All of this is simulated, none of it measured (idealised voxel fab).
voxel capacitor over wiring: a process module
Xsec cut, 210 nm wide, square cell size 5 nm.
A cross-section is a grid of square cells, given in bands from the top down. A band is one or more rows of cells. This entry defines a band. It first specifies the height of the band's top and the height of its bottom in nm, and then specifies the band's materials from left to right, stating each material with its width in nm. The word "throughout" identifies a single material that fills the band from edge to edge, while the word "blank" identifies empty space. The reference from which all heights are counted is 0, the level beneath which the as-received wafer is entirely one material; the lowest band, having no lower bound, proceeds downward and is written after the example "0 and below". The two numbers in a width such as "30..40" mark its ends across the band: the first belongs to the top row of cells, the second to the bottom row, and from each row to the next the width moves by the same amount. You'll sometimes find "remained unchanged" written for a step, and that's the way of saying that nowhere in the cross-section did a cell change during that step. Under "Enclosed void list" you'll find the enclosed gaps, the ones with no way out to the top, that are 8 cells or bigger; each reads width x height at distance, with distance counted from the left edge, everything in nm. Note: text after step settings on the step line = simulator remark on that step. What "overlay nm" on a step's line means: if the step has a mask, that mask lay this far to the right of its planned place, or, when the value is negative, to the left.
# Steps planned for the process
1) RECEIVE (material Si)
2) CONFORMAL_DEP (material SiO2; thk nm 15)
3) DIRECTIONAL_DEP (material TiN; thk nm 5)
4) DIRECTIONAL_DEP (material W; thk nm 20)
5) PATTERN (tone cover; mask id METAL_1; material resist; width nm 25; pitch nm 85; thk nm 15; overlay nm 0)
6) DIRECTIONAL_ETCH (etch materials W; depth nm 20)
7) DIRECTIONAL_ETCH (etch materials TiN; depth nm 5)
8) STRIP (etch materials resist)
9) CONFORMAL_DEP (material SiN; thk nm 5)
10) FILL_DEP (material lowk; thk nm 5)
11) CMP (height nm 40)
12) CONFORMAL_DEP (material SiCN; thk nm 5)
13) DIRECTIONAL_DEP (material lowk; thk nm 15)
14) DIRECTIONAL_DEP (material aC; thk nm 15)
15) PATTERN (tone open; mask id PLUG_1; material resist; width nm 15; thk nm 30; overlay nm 0)
16) DIRECTIONAL_ETCH (etch materials aC; depth nm 15)
17) STRIP (etch materials resist)
18) DIRECTIONAL_ETCH (etch materials lowk; depth nm 15)
19) DIRECTIONAL_ETCH (etch materials SiCN; depth nm 5)
20) STRIP (etch materials aC)
21) EPI (material Ru; thk nm 10)
22) EPI (material Ru; thk nm 10)
23) DIRECTIONAL_DEP (material TiN; thk nm 10)
24) DIRECTIONAL_DEP (material SiN; thk nm 5)
25) DIRECTIONAL_DEP (material TiN; thk nm 5)
26) PATTERN (tone cover; mask id UPPER_PLATE; material resist; width nm 65; thk nm 15; overlay nm 0)
27) DIRECTIONAL_ETCH (etch materials TiN; depth nm 5)
28) DIRECTIONAL_ETCH (etch materials SiN; depth nm 5)
29) STRIP (etch materials resist)
30) PATTERN (tone cover; mask id LOWER_PLATE; material resist; width nm 75; thk nm 20; overlay nm 0)
31) DIRECTIONAL_ETCH (etch materials TiN; depth nm 10)
32) STRIP (etch materials resist)
33) FILL_DEP (material SiO2; thk nm 15)
34) CMP (height nm 90)
35) DIRECTIONAL_DEP (material aC; thk nm 10)
36) PATTERN (tone open; mask id PLUG_2; material resist; width nm 15; thk nm 30; overlay nm 0)
37) DIRECTIONAL_ETCH (etch materials aC; depth nm 10)
38) STRIP (etch materials resist)
39) DIRECTIONAL_ETCH (etch materials SiO2; depth nm 10)
40) STRIP (etch materials aC)
41) CONFORMAL_DEP (material TiN; thk nm 5)
42) FILL_DEP (material Ru; thk nm 10)
43) CMP (height nm 90)
44) CONFORMAL_DEP (material SiCN; thk nm 5)
# Run as planned: first of two wafers
# Received-state cross-section, reflecting completion of step 1
	0 and below  Si throughout
	Enclosed void list: none
# Wafer xsec, post step 2
	15 down to 0  SiO2 throughout
	Under 0: no change, same as before.
# Wafer xsec, post step 3
	20 down to 15  TiN throughout
	Under 15: no change, same as before.
# Wafer xsec, post step 4
	40 down to 20  W throughout
	Under 20: no change, same as before.
# Wafer xsec, post step 5
	55 down to 40  50 nm blank  25 nm resist  60 nm blank  25 nm resist  50 nm blank
	Under 40: no change, same as before.
# Wafer xsec, post step 6
	55 down to 40  50 nm blank  25 nm resist  60 nm blank  25 nm resist  50 nm blank
	40 down to 20  50 nm blank  25 nm W  60 nm blank  25 nm W  50 nm blank
	Under 20: no change, same as before.
# Wafer xsec, post step 7
	55 down to 40  50 nm blank  25 nm resist  60 nm blank  25 nm resist  50 nm blank
	40 down to 20  50 nm blank  25 nm W  60 nm blank  25 nm W  50 nm blank
	20 down to 15  50 nm blank  25 nm TiN  60 nm blank  25 nm TiN  50 nm blank
	Under 15: no change, same as before.
# Wafer xsec, post step 8
	40 down to 20  50 nm blank  25 nm W  60 nm blank  25 nm W  50 nm blank
	Under 20: no change, same as before.
# Wafer xsec, post step 9
	45 down to 40  45 nm blank  35 nm SiN  50 nm blank  35 nm SiN  45 nm blank
	40 down to 20  45 nm blank  5 nm SiN  25 nm W  5 nm SiN  50 nm blank  5 nm SiN  25 nm W  5 nm SiN  45 nm blank
	20 down to 15  50 nm SiN  25 nm TiN  60 nm SiN  25 nm TiN  50 nm SiN
	Under 15: no change, same as before.
# Wafer xsec, post step 10
	50 down to 45  lowk throughout
	45 down to 40  45 nm lowk  35 nm SiN  50 nm lowk  35 nm SiN  45 nm lowk
	40 down to 20  45 nm lowk  5 nm SiN  25 nm W  5 nm SiN  50 nm lowk  5 nm SiN  25 nm W  5 nm SiN  45 nm lowk
	Under 20: no change, same as before.
# Wafer xsec, post step 11
	40 down to 20  45 nm lowk  5 nm SiN  25 nm W  5 nm SiN  50 nm lowk  5 nm SiN  25 nm W  5 nm SiN  45 nm lowk
	Under 20: no change, same as before.
# Wafer xsec, post step 12
	45 down to 40  SiCN throughout
	Under 40: no change, same as before.
# Wafer xsec, post step 13
	60 down to 45  lowk throughout
	Under 45: no change, same as before.
# Wafer xsec, post step 14
	75 down to 60  aC throughout
	Under 60: no change, same as before.
# Wafer xsec, post step 15
	105 down to 75  60 nm resist  15 nm blank  135 nm resist
	Under 75: no change, same as before.
# Wafer xsec, post step 16
	90 down to 75  60 nm resist  15 nm blank  135 nm resist
	75 down to 60  60 nm aC  15 nm blank  135 nm aC
	Under 60: no change, same as before.
# Wafer xsec, post step 17
	75 down to 60  60 nm aC  15 nm blank  135 nm aC
	Under 60: no change, same as before.
# Wafer xsec, post step 18
	75 down to 60  60 nm aC  15 nm blank  135 nm aC
	60 down to 45  60 nm lowk  15 nm blank  135 nm lowk
	Under 45: no change, same as before.
# Wafer xsec, post step 19
	75 down to 60  60 nm aC  15 nm blank  135 nm aC
	60 down to 45  60 nm lowk  15 nm blank  135 nm lowk
	45 down to 40  60 nm SiCN  15 nm blank  135 nm SiCN
	Under 40: no change, same as before.
# Wafer xsec, post step 20
	60 down to 45  60 nm lowk  15 nm blank  135 nm lowk
	Under 45: no change, same as before.
# Wafer xsec, post step 21
	60 down to 50  60 nm lowk  15 nm blank  135 nm lowk
	50 down to 45  60 nm lowk  15 nm Ru  135 nm lowk
	45 down to 40  60 nm SiCN  15 nm Ru  135 nm SiCN
	Under 40: no change, same as before.
# Wafer xsec, post step 22
	60 down to 45  60 nm lowk  15 nm Ru  135 nm lowk
	Under 45: no change, same as before.
# Wafer xsec, post step 23
	70 down to 60  TiN throughout
	Under 60: no change, same as before.
# Wafer xsec, post step 24
	75 down to 70  SiN throughout
	Under 70: no change, same as before.
# Wafer xsec, post step 25
	80 down to 75  TiN throughout
	Under 75: no change, same as before.
# Wafer xsec, post step 26
	95 down to 80  60 nm blank  65 nm resist  85 nm blank
	Under 80: no change, same as before.
# Wafer xsec, post step 27
	95 down to 80  60 nm blank  65 nm resist  85 nm blank
	80 down to 75  60 nm blank  65 nm TiN  85 nm blank
	Under 75: no change, same as before.
# Wafer xsec, post step 28
	95 down to 80  60 nm blank  65 nm resist  85 nm blank
	80 down to 75  60 nm blank  65 nm TiN  85 nm blank
	75 down to 70  60 nm blank  65 nm SiN  85 nm blank
	Under 70: no change, same as before.
# Wafer xsec, post step 29
	80 down to 75  60 nm blank  65 nm TiN  85 nm blank
	Under 75: no change, same as before.
# Wafer xsec, post step 30
	100 down to 80  55 nm blank  75 nm resist  80 nm blank
	80 down to 75  55 nm blank  5 nm resist  65 nm TiN  5 nm resist  80 nm blank
	75 down to 70  55 nm blank  5 nm resist  65 nm SiN  5 nm resist  80 nm blank
	Under 70: no change, same as before.
# Wafer xsec, post step 31
	100 down to 80  55 nm blank  75 nm resist  80 nm blank
	80 down to 75  55 nm blank  5 nm resist  65 nm TiN  5 nm resist  80 nm blank
	75 down to 70  55 nm blank  5 nm resist  65 nm SiN  5 nm resist  80 nm blank
	70 down to 60  55 nm blank  75 nm TiN  80 nm blank
	Under 60: no change, same as before.
# Wafer xsec, post step 32
	80 down to 75  60 nm blank  65 nm TiN  85 nm blank
	75 down to 70  60 nm blank  65 nm SiN  85 nm blank
	Under 70: no change, same as before.
# Wafer xsec, post step 33
	95 down to 80  SiO2 throughout
	80 down to 75  60 nm SiO2  65 nm TiN  85 nm SiO2
	75 down to 70  60 nm SiO2  65 nm SiN  85 nm SiO2
	70 down to 60  55 nm SiO2  75 nm TiN  80 nm SiO2
	Under 60: no change, same as before.
# Wafer xsec, post step 34
	90 down to 80  SiO2 throughout
	Under 80: no change, same as before.
# Wafer xsec, post step 35
	100 down to 90  aC throughout
	Under 90: no change, same as before.
# Wafer xsec, post step 36
	130 down to 100  70 nm resist  15 nm blank  125 nm resist
	Under 100: no change, same as before.
# Wafer xsec, post step 37
	120 down to 100  70 nm resist  15 nm blank  125 nm resist
	100 down to 90  70 nm aC  15 nm blank  125 nm aC
	Under 90: no change, same as before.
# Wafer xsec, post step 38
	100 down to 90  70 nm aC  15 nm blank  125 nm aC
	Under 90: no change, same as before.
# Wafer xsec, post step 39
	100 down to 90  70 nm aC  15 nm blank  125 nm aC
	90 down to 80  70 nm SiO2  15 nm blank  125 nm SiO2
	Under 80: no change, same as before.
# Wafer xsec, post step 40
	90 down to 80  70 nm SiO2  15 nm blank  125 nm SiO2
	Under 80: no change, same as before.
# Wafer xsec, post step 41
	95 down to 90  75 nm TiN  5 nm blank  130 nm TiN
	90 down to 85  70 nm SiO2  5 nm TiN  5 nm blank  5 nm TiN  125 nm SiO2
	85 down to 75  70..60 nm SiO2  15..65 nm TiN  125..85 nm SiO2
	Under 75: no change, same as before.
# Wafer xsec, post step 42
	105 down to 95  Ru throughout
	95 down to 90  75 nm TiN  5 nm Ru  130 nm TiN
	90 down to 85  70 nm SiO2  5 nm TiN  5 nm Ru  5 nm TiN  125 nm SiO2
	Under 85: no change, same as before.
# Wafer xsec, post step 43
	90 down to 85  70 nm SiO2  5 nm TiN  5 nm Ru  5 nm TiN  125 nm SiO2
	Under 85: no change, same as before.
# Wafer xsec, post step 44
	95 down to 90  SiCN throughout
	Under 90: no change, same as before.
# Wafer two. Identical start, identical plan. One mistake in execution. Identical history through step 12
# Cross-section of the second wafer corresponding to the planned conclusion of step 13
	50 down to 45  lowk throughout
	Under 45: no change, same as before.
# Cross-section of the second wafer corresponding to the planned conclusion of step 14
	65 down to 50  aC throughout
	Under 50: no change, same as before.
# Cross-section of the second wafer corresponding to the planned conclusion of step 15
	95 down to 65  60 nm resist  15 nm blank  135 nm resist
	Under 65: no change, same as before.
# Cross-section of the second wafer corresponding to the planned conclusion of step 16
	80 down to 65  60 nm resist  15 nm blank  135 nm resist
	65 down to 50  60 nm aC  15 nm blank  135 nm aC
	Under 50: no change, same as before.
# Cross-section of the second wafer corresponding to the planned conclusion of step 17
	65 down to 50  60 nm aC  15 nm blank  135 nm aC
	Under 50: no change, same as before.
# Cross-section of the second wafer corresponding to the planned conclusion of step 18
	65 down to 50  60 nm aC  15 nm blank  135 nm aC
	50 down to 45  60 nm lowk  15 nm blank  135 nm lowk
	Under 45: no change, same as before.
# Cross-section of the second wafer corresponding to the planned conclusion of step 19
	65 down to 50  60 nm aC  15 nm blank  135 nm aC
	50 down to 45  60 nm lowk  15 nm blank  135 nm lowk
	45 down to 40  60 nm SiCN  15 nm blank  135 nm SiCN
	Under 40: no change, same as before.
# Cross-section of the second wafer corresponding to the planned conclusion of step 20
	50 down to 45  60 nm lowk  15 nm blank  135 nm lowk
	Under 45: no change, same as before.
# Cross-section of the second wafer corresponding to the planned conclusion of step 21
	50 down to 45  60 nm lowk  15 nm Ru  135 nm lowk
	45 down to 40  60 nm SiCN  15 nm Ru  135 nm SiCN
	Under 40: no change, same as before.
# Cross-section of the second wafer corresponding to the planned conclusion of step 22
	60 down to 50  50 nm blank  35 nm Ru  125 nm blank
	Under 50: no change, same as before.
# Cross-section of the second wafer corresponding to the planned conclusion of step 23
	70 down to 60  50 nm blank  35 nm TiN  125 nm blank
	60 down to 50  50 nm TiN  35 nm Ru  125 nm TiN
	Under 50: no change, same as before.
# Cross-section of the second wafer corresponding to the planned conclusion of step 24
	75 down to 70  50 nm blank  35 nm SiN  125 nm blank
	70 down to 65  50 nm blank  35 nm TiN  125 nm blank
	65 down to 60  50 nm SiN  35 nm TiN  125 nm SiN
	Under 60: no change, same as before.
# Cross-section of the second wafer corresponding to the planned conclusion of step 25
	80 down to 75  50 nm blank  35 nm TiN  125 nm blank
	75 down to 70  50 nm blank  35 nm SiN  125 nm blank
	70 down to 65  TiN throughout
	Under 65: no change, same as before.
# Cross-section of the second wafer corresponding to the planned conclusion of step 26
	95 down to 80  60 nm blank  65 nm resist  85 nm blank
	80 down to 75  50 nm blank  35 nm TiN  40 nm resist  85 nm blank
	75 down to 70  50 nm blank  35 nm SiN  40 nm resist  85 nm blank
	Under 70: no change, same as before.
# Cross-section of the second wafer corresponding to the planned conclusion of step 27
	95 down to 80  60 nm blank  65 nm resist  85 nm blank
	80 down to 75  60 nm blank  25 nm TiN  40 nm resist  85 nm blank
	75 down to 70  50 nm blank  35 nm SiN  40 nm resist  85 nm blank
	70 down to 65  50 nm blank  75 nm TiN  85 nm blank
	Under 65: no change, same as before.
# Cross-section of the second wafer corresponding to the planned conclusion of step 28
	95 down to 80  60 nm blank  65 nm resist  85 nm blank
	80 down to 75  60 nm blank  25 nm TiN  40 nm resist  85 nm blank
	75 down to 70  60 nm blank  25 nm SiN  40 nm resist  85 nm blank
	70 down to 65  50 nm blank  75 nm TiN  85 nm blank
	65 down to 60  50 nm blank  35 nm TiN  40 nm SiN  85 nm blank
	Under 60: no change, same as before.
# Cross-section of the second wafer corresponding to the planned conclusion of step 29
	80 down to 75  60 nm blank  25 nm TiN  125 nm blank
	75 down to 70  60 nm blank  25 nm SiN  125 nm blank
	Under 70: no change, same as before.
# Cross-section of the second wafer corresponding to the planned conclusion of step 30
	100 down to 80  55 nm blank  75 nm resist  80 nm blank
	80 down to 75  55 nm blank  5 nm resist  25 nm TiN  45 nm resist  80 nm blank
	75 down to 70  55 nm blank  5 nm resist  25 nm SiN  45 nm resist  80 nm blank
	70 down to 65  50 nm blank  75 nm TiN  5 nm resist  80 nm blank
	65 down to 60  50 nm blank  35 nm TiN  40 nm SiN  5 nm resist  80 nm blank
	Under 60: no change, same as before.
# Cross-section of the second wafer corresponding to the planned conclusion of step 31
	100 down to 80  55 nm blank  75 nm resist  80 nm blank
	80 down to 75  55 nm blank  5 nm resist  25 nm TiN  45 nm resist  80 nm blank
	75 down to 70  55 nm blank  5 nm resist  25 nm SiN  45 nm resist  80 nm blank
	70 down to 65  55 nm blank  70 nm TiN  5 nm resist  80 nm blank
	65 down to 60  55 nm blank  30 nm TiN  40 nm SiN  5 nm resist  80 nm blank
	60 down to 50  50 nm blank  35 nm Ru  45 nm TiN  80 nm blank
	Under 50: no change, same as before.
# Cross-section of the second wafer corresponding to the planned conclusion of step 32
	80 down to 75  60 nm blank  25 nm TiN  125 nm blank
	75 down to 70  60 nm blank  25 nm SiN  125 nm blank
	70 down to 65  55 nm blank  70 nm TiN  85 nm blank
	65 down to 60  55 nm blank  30 nm TiN  40 nm SiN  85 nm blank
	Under 60: no change, same as before.
# Cross-section of the second wafer corresponding to the planned conclusion of step 33
	95 down to 80  SiO2 throughout
	80 down to 75  60 nm SiO2  25 nm TiN  125 nm SiO2
	75 down to 70  60 nm SiO2  25 nm SiN  125 nm SiO2
	70 down to 65  55 nm SiO2  70 nm TiN  85 nm SiO2
	65 down to 60  55 nm SiO2  30 nm TiN  40 nm SiN  85 nm SiO2
	60 down to 50  50 nm SiO2  35 nm Ru  45 nm TiN  80 nm SiO2
	Under 50: no change, same as before.
# Cross-section of the second wafer corresponding to the planned conclusion of step 34
	90 down to 80  SiO2 throughout
	Under 80: no change, same as before.
# Cross-section of the second wafer corresponding to the planned conclusion of step 35
	100 down to 90  aC throughout
	Under 90: no change, same as before.
# Cross-section of the second wafer corresponding to the planned conclusion of step 36
	130 down to 100  70 nm resist  15 nm blank  125 nm resist
	Under 100: no change, same as before.
# Cross-section of the second wafer corresponding to the planned conclusion of step 37
	120 down to 100  70 nm resist  15 nm blank  125 nm resist
	100 down to 90  70 nm aC  15 nm blank  125 nm aC
	Under 90: no change, same as before.
# Cross-section of the second wafer corresponding to the planned conclusion of step 38
	100 down to 90  70 nm aC  15 nm blank  125 nm aC
	Under 90: no change, same as before.
# Cross-section of the second wafer corresponding to the planned conclusion of step 39
	100 down to 90  70 nm aC  15 nm blank  125 nm aC
	90 down to 80  70 nm SiO2  15 nm blank  125 nm SiO2
	Under 80: no change, same as before.
# Cross-section of the second wafer corresponding to the planned conclusion of step 40
	90 down to 80  70 nm SiO2  15 nm blank  125 nm SiO2
	Under 80: no change, same as before.
# Cross-section of the second wafer corresponding to the planned conclusion of step 41
	95 down to 90  75 nm TiN  5 nm blank  130 nm TiN
	90 down to 85  70 nm SiO2  5 nm TiN  5 nm blank  5 nm TiN  125 nm SiO2
	85 down to 75  70..60 nm SiO2  15..25 nm TiN  125 nm SiO2
	Under 75: no change, same as before.
# Cross-section of the second wafer corresponding to the planned conclusion of step 42
	105 down to 95  Ru throughout
	95 down to 90  75 nm TiN  5 nm Ru  130 nm TiN
	90 down to 85  70 nm SiO2  5 nm TiN  5 nm Ru  5 nm TiN  125 nm SiO2
	Under 85: no change, same as before.
# Cross-section of the second wafer corresponding to the planned conclusion of step 43
	90 down to 85  70 nm SiO2  5 nm TiN  5 nm Ru  5 nm TiN  125 nm SiO2
	Under 85: no change, same as before.
# Cross-section of the second wafer corresponding to the planned conclusion of step 44
	95 down to 90  SiCN throughout
	Under 90: no change, same as before.
What broke from the plan during processing? step 13 deviated from plan and actually ran as DIRECTIONAL_DEP (material lowk; thk nm 5)
At the finish, the second wafer shows more or fewer cells for some materials than the first does: 8 more of Ru; 70 more of SiO2; 78 fewer of lowk
